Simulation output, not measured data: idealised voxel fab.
Process module, titled voxel gate over fins
Displayed cross-section: cut, width of 295 nm, square cells sized 5 nm.
Reading order for cross-sections: top band down to bottom band. Underlying form: a grid of square cells. Band size: one or more rows of cells. Within each band entry, the heights of the top and of the bottom of the band appear first, in that order and in nm; the materials of the band then follow from left to right, each with its corresponding width in nm. The designation "full width" on a single material indicates that it fills the band from edge to edge; the designation "empty" indicates empty space. Counting heights begins at 0, where everything beneath is, in the wafer as received, one material. The lowest band has no bottom; it goes on downwards, as "0..down" shows. The width entry "30..40" should be interpreted row by row: the top row of cells in the band takes the first number, the bottom row takes the second number, and the change between adjacent rows is uniform throughout. Any step labelled "no alterations made" changed none of the cells in the cross-section. In the "Enclosed voids" entry, you get each enclosed empty space of 8 cells or more, one with no open way to the top, written width x height at distance, distance from the left edge, in nm. Past the settings on a step's line: simulator remark, on that step. What "overlay nm" on a step's line means: if the step has a mask, that mask lay this far to the right of its planned place, or, when the value is negative, to the left.
### So here's the lineup of process steps we planned
| 1 | RECEIVE (material Si) |
| 2 | CONFORMAL_DEP (material SiN; thk nm 10) |
| 3 | DIRECTIONAL_DEP (material aC; thk nm 15) |
| 4 | PATTERN (tone cover; mask id FINS; material resist; width nm 15; pitch nm 35; thk nm 35; overlay nm 0) |
| 5 | DIRECTIONAL_ETCH (etch materials aC; depth nm 15) |
| 6 | STRIP (etch materials resist) |
| 7 | DIRECTIONAL_ETCH (etch materials SiN; depth nm 10) |
| 8 | DIRECTIONAL_ETCH (etch materials Si; depth nm 40) |
| 9 | STRIP (etch materials aC) |
| 10 | FILL_DEP (material SiO2; thk nm 10) |
| 11 | CMP (height nm 10) |
| 12 | SELECTIVE_ETCH (etch materials SiO2; depth nm 20) |
| 13 | STRIP (etch materials SiN) |
| 14 | CONFORMAL_DEP (material HfO2; thk nm 5) |
| 15 | CONFORMAL_DEP (material TiN; thk nm 5) |
| 16 | CONFORMAL_DEP (material TiAl; thk nm 5) |
| 17 | CONFORMAL_DEP (material TiN; thk nm 5) |
| 18 | FILL_DEP (material W; thk nm 15) |
| 19 | CMP (height nm 30) |
| 20 | CONFORMAL_DEP (material SiCN; thk nm 5) |
### The first wafer of two, processed as planned
### As-received state of the wafer in cross-section, equivalent to post-step 1
> 0..down | Si full width
> Enclosed voids: none
### Wafer after step 2 (cross-section)
> 10..0 | SiN full width
> Unchanged below 0.
### Wafer after step 3 (cross-section)
> 25..10 | aC full width
> Unchanged below 10.
### Wafer after step 4 (cross-section)
> 60..25 | 120 nm empty, then 15 nm resist, then 20 nm empty, then 15 nm resist, then 125 nm empty
> Unchanged below 25.
### Wafer after step 5 (cross-section)
> 45..25 | 120 nm empty, then 15 nm resist, then 20 nm empty, then 15 nm resist, then 125 nm empty
> 25..10 | 120 nm empty, then 15 nm aC, then 20 nm empty, then 15 nm aC, then 125 nm empty
> Unchanged below 10.
### Wafer after step 6 (cross-section)
> 25..10 | 120 nm empty, then 15 nm aC, then 20 nm empty, then 15 nm aC, then 125 nm empty
> Unchanged below 10.
### Wafer after step 7 (cross-section)
> 25..10 | 120 nm empty, then 15 nm aC, then 20 nm empty, then 15 nm aC, then 125 nm empty
> 10..0 | 120 nm empty, then 15 nm SiN, then 20 nm empty, then 15 nm SiN, then 125 nm empty
> Unchanged below 0.
### Wafer after step 8 (cross-section)
> 25..10 | 120 nm empty, then 15 nm aC, then 20 nm empty, then 15 nm aC, then 125 nm empty
> 10..0 | 120 nm empty, then 15 nm SiN, then 20 nm empty, then 15 nm SiN, then 125 nm empty
> 0..-40 | 120 nm empty, then 15 nm Si, then 20 nm empty, then 15 nm Si, then 125 nm empty
> Unchanged below -40.
### Wafer after step 9 (cross-section)
> 10..0 | 120 nm empty, then 15 nm SiN, then 20 nm empty, then 15 nm SiN, then 125 nm empty
> Unchanged below 0.
### Wafer after step 10 (cross-section)
> 20..10 | SiO2 full width
> 10..0 | 120 nm SiO2, then 15 nm SiN, then 20 nm SiO2, then 15 nm SiN, then 125 nm SiO2
> 0..-40 | 120 nm SiO2, then 15 nm Si, then 20 nm SiO2, then 15 nm Si, then 125 nm SiO2
> Unchanged below -40.
### Wafer after step 11 (cross-section)
> 10..0 | 120 nm SiO2, then 15 nm SiN, then 20 nm SiO2, then 15 nm SiN, then 125 nm SiO2
> Unchanged below 0.
### Wafer after step 12 (cross-section)
> 10..0 | 120 nm empty, then 15 nm SiN, then 20 nm empty, then 15 nm SiN, then 125 nm empty
> 0..-10 | 120 nm empty, then 15 nm Si, then 20 nm empty, then 15 nm Si, then 125 nm empty
> Unchanged below -10.
### Wafer after step 13 (cross-section)
> 0..-10 | 120 nm empty, then 15 nm Si, then 20 nm empty, then 15 nm Si, then 125 nm empty
> Unchanged below -10.
### Wafer after step 14 (cross-section)
> 5..0 | 115 nm empty, then 25 nm HfO2, then 10 nm empty, then 25 nm HfO2, then 120 nm empty
> 0..-5 | 115 nm empty, then 5 nm HfO2, then 15 nm Si, then 5 nm HfO2, then 10 nm empty, then 5 nm HfO2, then 15 nm Si, then 5 nm HfO2, then 120 nm empty
> -5..-10 | 120 nm HfO2, then 15 nm Si, then 20 nm HfO2, then 15 nm Si, then 125 nm HfO2
> Unchanged below -10.
### Wafer after step 15 (cross-section)
> 10..5 | 110 nm empty, then 70 nm TiN, then 115 nm empty
> 5..0 | 110 nm empty, then 5 nm TiN, then 25 nm HfO2, then 10 nm TiN, then 25 nm HfO2, then 5 nm TiN, then 115 nm empty
> 0..-5 | 115 nm TiN, then 5 nm HfO2, then 15 nm Si, then 5 nm HfO2, then 10 nm TiN, then 5 nm HfO2, then 15 nm Si, then 5 nm HfO2, then 120 nm TiN
> Unchanged below -5.
### Wafer after step 16 (cross-section)
> 15..10 | 105 nm empty, then 80 nm TiAl, then 110 nm empty
> 10..5 | 105 nm empty, then 5 nm TiAl, then 70 nm TiN, then 5 nm TiAl, then 110 nm empty
> 5..0 | 110 nm TiAl, then 5 nm TiN, then 25 nm HfO2, then 10 nm TiN, then 25 nm HfO2, then 5 nm TiN, then 115 nm TiAl
> Unchanged below 0.
### Wafer after step 17 (cross-section)
> 20..15 | 100 nm empty, then 90 nm TiN, then 105 nm empty
> 15..10 | 100 nm empty, then 5 nm TiN, then 80 nm TiAl, then 5 nm TiN, then 105 nm empty
> 10..5 | 105 nm TiN, then 5 nm TiAl, then 70 nm TiN, then 5 nm TiAl, then 110 nm TiN
> Unchanged below 5.
### Wafer after step 18 (cross-section)
> 35..20 | W full width
> 20..15 | 100 nm W, then 90 nm TiN, then 105 nm W
> 15..10 | 100 nm W, then 5 nm TiN, then 80 nm TiAl, then 5 nm TiN, then 105 nm W
> Unchanged below 10.
### Wafer after step 19 (cross-section)
> 30..20 | W full width
> Unchanged below 20.
### Wafer after step 20 (cross-section)
> 35..30 | SiCN full width
> Unchanged below 30.
### Regarding the second of the two wafers: it shared the first wafer's starting condition and process plan, yet one error occurred during its execution. Its history coincides with that of the first wafer up to and including step 3
### Here is the second wafer in cross-section at the point where step 4 of the plan should have been done
> 60..25 | 120 nm resist, then 15 nm empty, then 20 nm resist, then 15 nm empty, then 125 nm resist
> Unchanged below 25.
### Here is the second wafer in cross-section at the point where step 5 of the plan should have been done
> 45..25 | 120 nm resist, then 15 nm empty, then 20 nm resist, then 15 nm empty, then 125 nm resist
> 25..10 | 120 nm aC, then 15 nm empty, then 20 nm aC, then 15 nm empty, then 125 nm aC
> Unchanged below 10.
### Here is the second wafer in cross-section at the point where step 6 of the plan should have been done
> 25..10 | 120 nm aC, then 15 nm empty, then 20 nm aC, then 15 nm empty, then 125 nm aC
> Unchanged below 10.
### Here is the second wafer in cross-section at the point where step 7 of the plan should have been done
> 25..10 | 120 nm aC, then 15 nm empty, then 20 nm aC, then 15 nm empty, then 125 nm aC
> 10..0 | 120 nm SiN, then 15 nm empty, then 20 nm SiN, then 15 nm empty, then 125 nm SiN
> Unchanged below 0.
### Here is the second wafer in cross-section at the point where step 8 of the plan should have been done
> 25..10 | 120 nm aC, then 15 nm empty, then 20 nm aC, then 15 nm empty, then 125 nm aC
> 10..0 | 120 nm SiN, then 15 nm empty, then 20 nm SiN, then 15 nm empty, then 125 nm SiN
> 0..-40 | 120 nm Si, then 15 nm empty, then 20 nm Si, then 15 nm empty, then 125 nm Si
> Unchanged below -40.
### Here is the second wafer in cross-section at the point where step 9 of the plan should have been done
> 10..0 | 120 nm SiN, then 15 nm empty, then 20 nm SiN, then 15 nm empty, then 125 nm SiN
> Unchanged below 0.
### Here is the second wafer in cross-section at the point where step 10 of the plan should have been done
> 20..10 | SiO2 full width
> 10..0 | 120 nm SiN, then 15 nm SiO2, then 20 nm SiN, then 15 nm SiO2, then 125 nm SiN
> 0..-40 | 120 nm Si, then 15 nm SiO2, then 20 nm Si, then 15 nm SiO2, then 125 nm Si
> Unchanged below -40.
### Here is the second wafer in cross-section at the point where step 11 of the plan should have been done
> 10..0 | 120 nm SiN, then 15 nm SiO2, then 20 nm SiN, then 15 nm SiO2, then 125 nm SiN
> Unchanged below 0.
### Here is the second wafer in cross-section at the point where step 12 of the plan should have been done
> 10..0 | 120 nm SiN, then 15 nm empty, then 20 nm SiN, then 15 nm empty, then 125 nm SiN
> 0..-10 | 120 nm Si, then 15 nm empty, then 20 nm Si, then 15 nm empty, then 125 nm Si
> Unchanged below -10.
### Here is the second wafer in cross-section at the point where step 13 of the plan should have been done
> 0..-10 | 120 nm Si, then 15 nm empty, then 20 nm Si, then 15 nm empty, then 125 nm Si
> Unchanged below -10.
### Here is the second wafer in cross-section at the point where step 14 of the plan should have been done
> 5..0 | 125 nm HfO2, then 5 nm empty, then 30 nm HfO2, then 5 nm empty, then 130 nm HfO2
> 0..-5 | 120 nm Si, then 5 nm HfO2, then 5 nm empty, then 5 nm HfO2, then 20 nm Si, then 5 nm HfO2, then 5 nm empty, then 5 nm HfO2, then 125 nm Si
> -5..-10 | 120 nm Si, then 15 nm HfO2, then 20 nm Si, then 15 nm HfO2, then 125 nm Si
> Unchanged below -10.
### Here is the second wafer in cross-section at the point where step 15 of the plan should have been done
> 10..5 | TiN full width
> 5..0 | 125 nm HfO2, then 5 nm TiN, then 30 nm HfO2, then 5 nm TiN, then 130 nm HfO2
> 0..-5 | 120 nm Si, then 5 nm HfO2, then 5 nm TiN, then 5 nm HfO2, then 20 nm Si, then 5 nm HfO2, then 5 nm TiN, then 5 nm HfO2, then 125 nm Si
> Unchanged below -5.
### Here is the second wafer in cross-section at the point where step 16 of the plan should have been done
> 15..10 | TiAl full width
> Unchanged below 10.
### Here is the second wafer in cross-section at the point where step 17 of the plan should have been done
> 20..15 | TiN full width
> Unchanged below 15.
### Here is the second wafer in cross-section at the point where step 18 of the plan should have been done
> 35..20 | W full width
> Unchanged below 20.
### Here is the second wafer in cross-section at the point where step 19 of the plan should have been done
> 30..20 | W full width
> Unchanged below 20.
### Here is the second wafer in cross-section at the point where step 20 of the plan should have been done
> 35..30 | SiCN full width
> Unchanged below 30.
Short version of what went wrong: step 4 was run on a setting that differed from the plan, and what really ran there is PATTERN (tone open; mask id FINS; material resist; width nm 15; pitch nm 35; thk nm 35; overlay nm 0)
Materials where the second wafer ends with more or fewer cells than the first: 376 more of Si, 282 fewer of SiO2, 4 fewer of TiAl, 8 fewer of TiN, 82 fewer of W
